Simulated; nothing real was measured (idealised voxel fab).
The document below concerns the process module designated voxel transistor to metal.
Cross-sectional view cut (width: 150 nm; square cell size: 5 nm).
A cross-section is written here as square cells arranged in a grid, and it is given in bands from the top down, each band taking up one or more rows of cells. The entry gives the band's vertical extent as a top height and a bottom height in nm, then its horizontal make-up as materials from left to right, each with a width in nm. "empty" stands for empty space; a single material marked "throughout" fills the band edge to edge. Beneath 0, the wafer as received is one material, and that level is where height counting begins. The lowest band goes on downward without a bottom; it is written like "0 and below". Top row gets the first number, bottom row gets the second, and each row in between changes by the same step: that is how a band width like "30 to 40" works. Step note "no change" = no cross-section cell changed. In "Closed internal voids" the enclosed voids are listed, meaning empty spaces of 8 cells or larger without any opening to the top. The form is width x height at distance, distance from the left edge, units nm. after a step's settings: what the simulator itself notes on the step. For masked steps, "overlay nm" on the step line gives how far right of plan the mask actually lay; a minus sign means it lay to the left.
PLANNED PROCESS STEPS
- 1: RECEIVE,material Si
- 2: OXIDIZE,depth nm 5
- 3: CONFORMAL_DEP,material SiN,thk nm 10
- 4: PATTERN,tone cover,mask id ACTIVE,material resist,width nm 120,thk nm 15,overlay nm 0
- 5: DIRECTIONAL_ETCH,etch materials SiN,depth nm 10
- 6: DIRECTIONAL_ETCH,etch materials SiO2,depth nm 5
- 7: DIRECTIONAL_ETCH,etch materials Si,depth nm 35
- 8: STRIP,etch materials resist
- 9: FILL_DEP,material SiO2,thk nm 10
- 10: CMP,height nm 10
- 11: SELECTIVE_ETCH,etch materials SiO2,depth nm 10
- 12: STRIP,etch materials SiN
- 13: SELECTIVE_ETCH,etch materials SiO2,depth nm 5
- 14: OXIDIZE,depth nm 5
- 15: DIRECTIONAL_DEP,material polySi,thk nm 20
- 16: DIRECTIONAL_DEP,material SiCN,thk nm 15
- 17: MASKED_ETCH,tone cover,mask id GATE,width nm 30,etch materials SiCN,depth nm 25,overlay nm 0
- 18: MASKED_ETCH,tone cover,mask id GATE,width nm 30,etch materials polySi,depth nm 30,overlay nm 0
- 19: CONFORMAL_DEP,material SiO2,thk nm 5
- 20: DIRECTIONAL_ETCH,etch materials SiO2,depth nm 5
- 21: CONFORMAL_DEP,material SiN,thk nm 10
- 22: DIRECTIONAL_ETCH,etch materials SiN,depth nm 10
- 23: DIRECTIONAL_ETCH,etch materials SiO2,depth nm 5
- 24: DIRECTIONAL_ETCH,etch materials Si,depth nm 5
- 25: EPI,material nSi,thk nm 5
- 26: FILL_DEP,material SiO2,thk nm 5
- 27: CMP,height nm 15
- 28: STRIP,etch materials polySi
- 29: SELECTIVE_ETCH,etch materials SiO2,depth nm 5
- 30: CONFORMAL_DEP,material HfO2,thk nm 5
- 31: CONFORMAL_DEP,material TiN,thk nm 5
- 32: FILL_DEP,material W,thk nm 5
- 33: CMP,height nm 10
- 34: DIRECTIONAL_DEP,material SiO2,thk nm 15
- 35: PATTERN,tone open,mask id CONTACT,material resist,width nm 20,pitch nm 90,thk nm 15,overlay nm 0
- 36: DIRECTIONAL_ETCH,etch materials SiO2,depth nm 35
- 37: STRIP,etch materials resist
- 38: CONFORMAL_DEP,material TiN,thk nm 5
- 39: FILL_DEP,material W,thk nm 10
- 40: CMP,height nm 25
- 41: CONFORMAL_DEP,material SiCN,thk nm 5
- 42: DIRECTIONAL_DEP,material lowk,thk nm 25
- 43: MASKED_ETCH,tone open,mask id METAL_1,width nm 20,pitch nm 90,etch materials lowk,depth nm 25,overlay nm 0
- 44: MASKED_ETCH,tone open,mask id METAL_1,width nm 20,pitch nm 90,etch materials SiCN,depth nm 5,overlay nm 0
- 45: CONFORMAL_DEP,material TiN,thk nm 5
- 46: FILL_DEP,material Cu,thk nm 10
- 47: CMP,height nm 55
- 48: CONFORMAL_DEP,material SiCN,thk nm 5
- 49: DIRECTIONAL_DEP,material lowk,thk nm 25
- 50: DIRECTIONAL_DEP,material aC,thk nm 10
- 51: PATTERN,tone open,mask id METAL_2,material resist,width nm 20,pitch nm 90,thk nm 30,overlay nm 0
- 52: DIRECTIONAL_ETCH,etch materials aC,depth nm 10
- 53: STRIP,etch materials resist
- 54: DIRECTIONAL_ETCH,etch materials lowk,depth nm 15
- 55: STRIP,etch materials aC
- 56: DIRECTIONAL_DEP,material aC,thk nm 15
- 57: PATTERN,tone open,mask id METAL_2_HOLES,material resist,width nm 15,pitch nm 90,thk nm 30,overlay nm 0
- 58: DIRECTIONAL_ETCH,etch materials aC,depth nm 15
- 59: STRIP,etch materials resist
- 60: DIRECTIONAL_ETCH,etch materials lowk,depth nm 10
- 61: DIRECTIONAL_ETCH,etch materials SiCN,depth nm 5
- 62: STRIP,etch materials aC
- 63: CONFORMAL_DEP,material TiN,thk nm 5
- 64: FILL_DEP,material Ru,thk nm 10
- 65: CMP,height nm 85
- 66: CONFORMAL_DEP,material SiN,thk nm 5
STEP 1 COMPLETE: CROSS-SECTION OF THE WAFER AS RECEIVED
* 0 and below  Si throughout
* Closed internal voids: none
BELOW IS THE WAFER IN CROSS-SECTION AFTER THE MODULE WAS COMPLETED. IT BEGAN FROM THE STARTING POINT SHOWN ABOVE AND FOLLOWED THE PLAN SHOWN ABOVE, EXCEPT THAT ONE MISTAKE WAS MADE WHILE RUNNING IT
* 90 down to 85  SiN throughout
* 85 down to 75  20 nm lowk  5 nm TiN  10 nm Ru  5 nm TiN  70 nm lowk  5 nm TiN  10 nm Ru  5 nm TiN  20 nm lowk
* 75 down to 70  20 nm lowk  5 nm TiN  5 nm Ru  10 nm TiN  70 nm lowk  5 nm TiN  5 nm Ru  10 nm TiN  20 nm lowk
* 70 down to 60  20 nm lowk  5 nm TiN  5 nm Ru  5 nm TiN  75 nm lowk  5 nm TiN  5 nm Ru  5 nm TiN  25 nm lowk
* 60 down to 55  20 nm SiCN  15 nm TiN  75 nm SiCN  15 nm TiN  25 nm SiCN
* 55 down to 30  20 nm lowk  5 nm TiN  10 nm Cu  5 nm TiN  70 nm lowk  5 nm TiN  10 nm Cu  5 nm TiN  20 nm lowk
* 30 down to 25  20 nm SiCN  20 nm TiN  70 nm SiCN  20 nm TiN  20 nm SiCN
* 25 down to 10  20 nm SiO2  5 nm TiN  10 nm W  5 nm TiN  70 nm SiO2  5 nm TiN  10 nm W  5 nm TiN  20 nm SiO2
* 10 down to 5  20 nm SiO2  5 nm TiN  10 nm W  5 nm TiN  5 nm SiO2  10 nm SiN  5 nm HfO2  5 nm TiN  20 nm W  5 nm TiN  5 nm HfO2  10 nm SiN  5 nm SiO2  5 nm TiN  10 nm W  5 nm TiN  20 nm SiO2
* 5 down to 0  20 nm SiO2  5 nm TiN  10 nm W  5 nm TiN  5 nm SiO2  10 nm SiN  5 nm HfO2  30 nm TiN  5 nm HfO2  10 nm SiN  5 nm SiO2  5 nm TiN  10 nm W  5 nm TiN  20 nm SiO2
* 0 down to -5  5 nm SiO2  10 nm SiN  5 nm SiO2  20 nm TiN  5 nm nSi  10 nm SiO2  40 nm HfO2  10 nm SiO2  5 nm nSi  20 nm TiN  5 nm SiO2  10 nm SiN  5 nm SiO2
* -5 down to -10  20 nm SiO2  5 nm TiN  20 nm nSi  60 nm Si  20 nm nSi  5 nm TiN  20 nm SiO2
* -10 down to -40  15 nm SiO2  120 nm Si  15 nm SiO2
* -40 and below  Si throughout
* Closed internal voids: none
Nonconformance to the process plan: steps 12 and 13: order swapped relative to plan
